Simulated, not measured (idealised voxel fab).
voxel self aligned contacts: a process module
FYI the section here is cut, 240 nm wide, cells are 5 nm squares.
Bands, listed from the top down, are how a cross-section gets written in this document; the cross-section itself is a grid of square cells, and a band is one or more rows of them. Each band's line starts with the height of the band's top and of its bottom, in nm. Then come its materials from left to right, each with its width in nm. One material with "throughout" fills the band from edge to edge. "air" is empty space. Beneath 0, the wafer as received is one material, and that level is where height counting begins. The lowest band goes on downward without a bottom; it is written like "0 and below". Graded width ("30..40"): value in top row of band = first number; value in bottom row = second number; row-to-row change constant. No cell of the cross-section changed in a step that is given as "remained the same". This entry, "Cavities, sealed", enumerates those empty regions of no fewer than 8 cells that possess no open connection to the top. Each region is reported in the form width x height at distance, the distance being taken from the left edge, with all three quantities expressed in nm. Note: text after step settings on the step line = simulator remark on that step. overlay nm: mask offset rightward from planned place, masked step; negative means leftward offset.

Process steps - plan
1. RECEIVE (material Si)
2. OXIDIZE (depth nm 5)
3. DIRECTIONAL_DEP (material polySi; thk nm 20)
4. DIRECTIONAL_DEP (material SiN; thk nm 20)
5. DIRECTIONAL_DEP (material aC; thk nm 10)
6. PATTERN (tone cover; mask id GATE; material resist; width nm 35; pitch nm 75; thk nm 25; overlay nm 0)
7. DIRECTIONAL_ETCH (etch materials aC; depth nm 10)
8. STRIP (etch materials resist)
9. DIRECTIONAL_ETCH (etch materials SiN; depth nm 20)
10. DIRECTIONAL_ETCH (etch materials polySi; depth nm 20)
11. STRIP (etch materials aC)
12. CONFORMAL_DEP (material SiN; thk nm 10)
13. DIRECTIONAL_ETCH (etch materials SiN; depth nm 10)
14. FILL_DEP (material SiO2; thk nm 10)
15. CMP (height nm 45)
16. MASKED_ETCH (tone open; mask id CONTACT; width nm 60; etch materials SiO2; depth nm 50; overlay nm 0)
17. CONFORMAL_DEP (material TiN; thk nm 5)
18. FILL_DEP (material Ru; thk nm 5)
19. CMP (height nm 45)
20. CONFORMAL_DEP (material SiCN; thk nm 5)

So, the first of our two wafers, run just as we planned it

Cross-section of the wafer upon arrival, representing the state reached after step 1
	0 and below | Si throughout
	Cavities, sealed: none

Presented here is a cross-section of the wafer after step 2 has been performed
	0 down to -5 | SiO2 throughout
	Under the height -5 nothing was changed.

Presented here is a cross-section of the wafer after step 3 has been performed
	20 down to 0 | polySi throughout
	Under the height 0 nothing was changed.

Presented here is a cross-section of the wafer after step 4 has been performed
	40 down to 20 | SiN throughout
	Under the height 20 nothing was changed.

Presented here is a cross-section of the wafer after step 5 has been performed
	50 down to 40 | aC throughout
	Under the height 40 nothing was changed.

Presented here is a cross-section of the wafer after step 6 has been performed
	75 down to 50 | 65 nm air | 35 nm resist | 40 nm air | 35 nm resist | 65 nm air
	Under the height 50 nothing was changed.

Presented here is a cross-section of the wafer after step 7 has been performed
	65 down to 50 | 65 nm air | 35 nm resist | 40 nm air | 35 nm resist | 65 nm air
	50 down to 40 | 65 nm air | 35 nm aC | 40 nm air | 35 nm aC | 65 nm air
	Under the height 40 nothing was changed.

Presented here is a cross-section of the wafer after step 8 has been performed
	50 down to 40 | 65 nm air | 35 nm aC | 40 nm air | 35 nm aC | 65 nm air
	Under the height 40 nothing was changed.

Presented here is a cross-section of the wafer after step 9 has been performed
	50 down to 40 | 65 nm air | 35 nm aC | 40 nm air | 35 nm aC | 65 nm air
	40 down to 20 | 65 nm air | 35 nm SiN | 40 nm air | 35 nm SiN | 65 nm air
	Under the height 20 nothing was changed.

Presented here is a cross-section of the wafer after step 10 has been performed
	50 down to 40 | 65 nm air | 35 nm aC | 40 nm air | 35 nm aC | 65 nm air
	40 down to 20 | 65 nm air | 35 nm SiN | 40 nm air | 35 nm SiN | 65 nm air
	20 down to 0 | 65 nm air | 35 nm polySi | 40 nm air | 35 nm polySi | 65 nm air
	Under the height 0 nothing was changed.

Presented here is a cross-section of the wafer after step 11 has been performed
	40 down to 20 | 65 nm air | 35 nm SiN | 40 nm air | 35 nm SiN | 65 nm air
	Under the height 20 nothing was changed.

Presented here is a cross-section of the wafer after step 12 has been performed
	50 down to 20 | 55 nm air | 55 nm SiN | 20 nm air | 55 nm SiN | 55 nm air
	20 down to 10 | 55 nm air | 10 nm SiN | 35 nm polySi | 10 nm SiN | 20 nm air | 10 nm SiN | 35 nm polySi | 10 nm SiN | 55 nm air
	10 down to 0 | 65 nm SiN | 35 nm polySi | 40 nm SiN | 35 nm polySi | 65 nm SiN
	Under the height 0 nothing was changed.

Presented here is a cross-section of the wafer after step 13 has been performed
	40 down to 20 | 55 nm air | 55 nm SiN | 20 nm air | 55 nm SiN | 55 nm air
	20 down to 0 | 55 nm air | 10 nm SiN | 35 nm polySi | 10 nm SiN | 20 nm air | 10 nm SiN | 35 nm polySi | 10 nm SiN | 55 nm air
	Under the height 0 nothing was changed.

Presented here is a cross-section of the wafer after step 14 has been performed
	50 down to 40 | SiO2 throughout
	40 down to 20 | 55 nm SiO2 | 55 nm SiN | 20 nm SiO2 | 55 nm SiN | 55 nm SiO2
	20 down to 0 | 55 nm SiO2 | 10 nm SiN | 35 nm polySi | 10 nm SiN | 20 nm SiO2 | 10 nm SiN | 35 nm polySi | 10 nm SiN | 55 nm SiO2
	Under the height 0 nothing was changed.

Presented here is a cross-section of the wafer after step 15 has been performed
	45 down to 40 | SiO2 throughout
	Under the height 40 nothing was changed.

Presented here is a cross-section of the wafer after step 16 has been performed
	45 down to 40 | 90 nm SiO2 | 60 nm air | 90 nm SiO2
	40 down to 20 | 55 nm SiO2 | 55 nm SiN | 20 nm air | 55 nm SiN | 55 nm SiO2
	20 down to 0 | 55 nm SiO2 | 10 nm SiN | 35 nm polySi | 10 nm SiN | 20 nm air | 10 nm SiN | 35 nm polySi | 10 nm SiN | 55 nm SiO2
	0 down to -5 | 110 nm SiO2 | 20 nm air | 110 nm SiO2
	Under the height -5 nothing was changed.

Presented here is a cross-section of the wafer after step 17 has been performed
	50 down to 45 | 95 nm TiN | 50 nm air | 95 nm TiN
	45 down to 40 | 90 nm SiO2 | 25 nm TiN | 10 nm air | 25 nm TiN | 90 nm SiO2
	40 down to 20 | 55 nm SiO2 | 55 nm SiN | 5 nm TiN | 10 nm air | 5 nm TiN | 55 nm SiN | 55 nm SiO2
	20 down to 0 | 55 nm SiO2 | 10 nm SiN | 35 nm polySi | 10 nm SiN | 5 nm TiN | 10 nm air | 5 nm TiN | 10 nm SiN | 35 nm polySi | 10 nm SiN | 55 nm SiO2
	0 down to -5 | 110 nm SiO2 | 20 nm TiN | 110 nm SiO2
	Under the height -5 nothing was changed.

Presented here is a cross-section of the wafer after step 18 has been performed
	55 down to 50 | Ru throughout
	50 down to 45 | 95 nm TiN | 50 nm Ru | 95 nm TiN
	45 down to 40 | 90 nm SiO2 | 25 nm TiN | 10 nm Ru | 25 nm TiN | 90 nm SiO2
	40 down to 20 | 55 nm SiO2 | 55 nm SiN | 5 nm TiN | 10 nm Ru | 5 nm TiN | 55 nm SiN | 55 nm SiO2
	20 down to 0 | 55 nm SiO2 | 10 nm SiN | 35 nm polySi | 10 nm SiN | 5 nm TiN | 10 nm Ru | 5 nm TiN | 10 nm SiN | 35 nm polySi | 10 nm SiN | 55 nm SiO2
	Under the height 0 nothing was changed.

Presented here is a cross-section of the wafer after step 19 has been performed
	45 down to 40 | 90 nm SiO2 | 25 nm TiN | 10 nm Ru | 25 nm TiN | 90 nm SiO2
	Under the height 40 nothing was changed.

Presented here is a cross-section of the wafer after step 20 has been performed
	50 down to 45 | SiCN throughout
	Under the height 45 nothing was changed.

Wafer two of two - same starting point, same process plan, one mistake in execution; matches wafer one up to and including step 2

Second wafer, cross-section, planned end of step 3
	40 down to 0 | polySi throughout
	Under the height 0 nothing was changed.

Second wafer, cross-section, planned end of step 4
	60 down to 40 | SiN throughout
	Under the height 40 nothing was changed.

Second wafer, cross-section, planned end of step 5
	70 down to 60 | aC throughout
	Under the height 60 nothing was changed.

Second wafer, cross-section, planned end of step 6
	95 down to 70 | 65 nm air | 35 nm resist | 40 nm air | 35 nm resist | 65 nm air
	Under the height 70 nothing was changed.

Second wafer, cross-section, planned end of step 7
	85 down to 70 | 65 nm air | 35 nm resist | 40 nm air | 35 nm resist | 65 nm air
	70 down to 60 | 65 nm air | 35 nm aC | 40 nm air | 35 nm aC | 65 nm air
	Under the height 60 nothing was changed.

Second wafer, cross-section, planned end of step 8
	70 down to 60 | 65 nm air | 35 nm aC | 40 nm air | 35 nm aC | 65 nm air
	Under the height 60 nothing was changed.

Second wafer, cross-section, planned end of step 9
	70 down to 60 | 65 nm air | 35 nm aC | 40 nm air | 35 nm aC | 65 nm air
	60 down to 40 | 65 nm air | 35 nm SiN | 40 nm air | 35 nm SiN | 65 nm air
	Under the height 40 nothing was changed.

Second wafer, cross-section, planned end of step 10
	70 down to 60 | 65 nm air | 35 nm aC | 40 nm air | 35 nm aC | 65 nm air
	60 down to 40 | 65 nm air | 35 nm SiN | 40 nm air | 35 nm SiN | 65 nm air
	40 down to 20 | 65 nm air | 35 nm polySi | 40 nm air | 35 nm polySi | 65 nm air
	Under the height 20 nothing was changed.

Second wafer, cross-section, planned end of step 11
	60 down to 40 | 65 nm air | 35 nm SiN | 40 nm air | 35 nm SiN | 65 nm air
	Under the height 40 nothing was changed.

Second wafer, cross-section, planned end of step 12
	70 down to 40 | 55 nm air | 55 nm SiN | 20 nm air | 55 nm SiN | 55 nm air
	40 down to 30 | 55 nm air | 10 nm SiN | 35 nm polySi | 10 nm SiN | 20 nm air | 10 nm SiN | 35 nm polySi | 10 nm SiN | 55 nm air
	30 down to 20 | 65 nm SiN | 35 nm polySi | 40 nm SiN | 35 nm polySi | 65 nm SiN
	Under the height 20 nothing was changed.

Second wafer, cross-section, planned end of step 13
	60 down to 40 | 55 nm air | 55 nm SiN | 20 nm air | 55 nm SiN | 55 nm air
	40 down to 20 | 55 nm air | 10 nm SiN | 35 nm polySi | 10 nm SiN | 20 nm air | 10 nm SiN | 35 nm polySi | 10 nm SiN | 55 nm air
	Under the height 20 nothing was changed.

Second wafer, cross-section, planned end of step 14
	70 down to 60 | SiO2 throughout
	60 down to 40 | 55 nm SiO2 | 55 nm SiN | 20 nm SiO2 | 55 nm SiN | 55 nm SiO2
	40 down to 20 | 55 nm SiO2 | 10 nm SiN | 35 nm polySi | 10 nm SiN | 20 nm SiO2 | 10 nm SiN | 35 nm polySi | 10 nm SiN | 55 nm SiO2
	Under the height 20 nothing was changed.

Second wafer, cross-section, planned end of step 15
	45 down to 40 | 55 nm SiO2 | 55 nm SiN | 20 nm SiO2 | 55 nm SiN | 55 nm SiO2
	Under the height 40 nothing was changed.

Second wafer, cross-section, planned end of step 16
	45 down to 40 | 55 nm SiO2 | 55 nm SiN | 20 nm air | 55 nm SiN | 55 nm SiO2
	40 down to 20 | 55 nm SiO2 | 10 nm SiN | 35 nm polySi | 10 nm SiN | 20 nm air | 10 nm SiN | 35 nm polySi | 10 nm SiN | 55 nm SiO2
	Under the height 20 nothing was changed.

Second wafer, cross-section, planned end of step 17
	50 down to 45 | 115 nm TiN | 10 nm air | 115 nm TiN
	45 down to 40 | 55 nm SiO2 | 55 nm SiN | 5 nm TiN | 10 nm air | 5 nm TiN | 55 nm SiN | 55 nm SiO2
	40 down to 25 | 55 nm SiO2 | 10 nm SiN | 35 nm polySi | 10 nm SiN | 5 nm TiN | 10 nm air | 5 nm TiN | 10 nm SiN | 35 nm polySi | 10 nm SiN | 55 nm SiO2
	25 down to 20 | 55 nm SiO2 | 10 nm SiN | 35 nm polySi | 10 nm SiN | 20 nm TiN | 10 nm SiN | 35 nm polySi | 10 nm SiN | 55 nm SiO2
	Under the height 20 nothing was changed.

Second wafer, cross-section, planned end of step 18
	55 down to 50 | Ru throughout
	50 down to 45 | 115 nm TiN | 10 nm Ru | 115 nm TiN
	45 down to 40 | 55 nm SiO2 | 55 nm SiN | 5 nm TiN | 10 nm Ru | 5 nm TiN | 55 nm SiN | 55 nm SiO2
	40 down to 25 | 55 nm SiO2 | 10 nm SiN | 35 nm polySi | 10 nm SiN | 5 nm TiN | 10 nm Ru | 5 nm TiN | 10 nm SiN | 35 nm polySi | 10 nm SiN | 55 nm SiO2
	Under the height 25 nothing was changed.

Second wafer, cross-section, planned end of step 19
	45 down to 40 | 55 nm SiO2 | 55 nm SiN | 5 nm TiN | 10 nm Ru | 5 nm TiN | 55 nm SiN | 55 nm SiO2
	Under the height 40 nothing was changed.

Second wafer, cross-section, planned end of step 20
	50 down to 45 | SiCN throughout
	Under the height 45 nothing was changed.
The plan and the run diverged here: execution of plan step 3 occurred twice
at the end the second wafer has, in cells: Ru -10 | SiN -66 | SiO2 -98 | TiN -18 | polySi +192
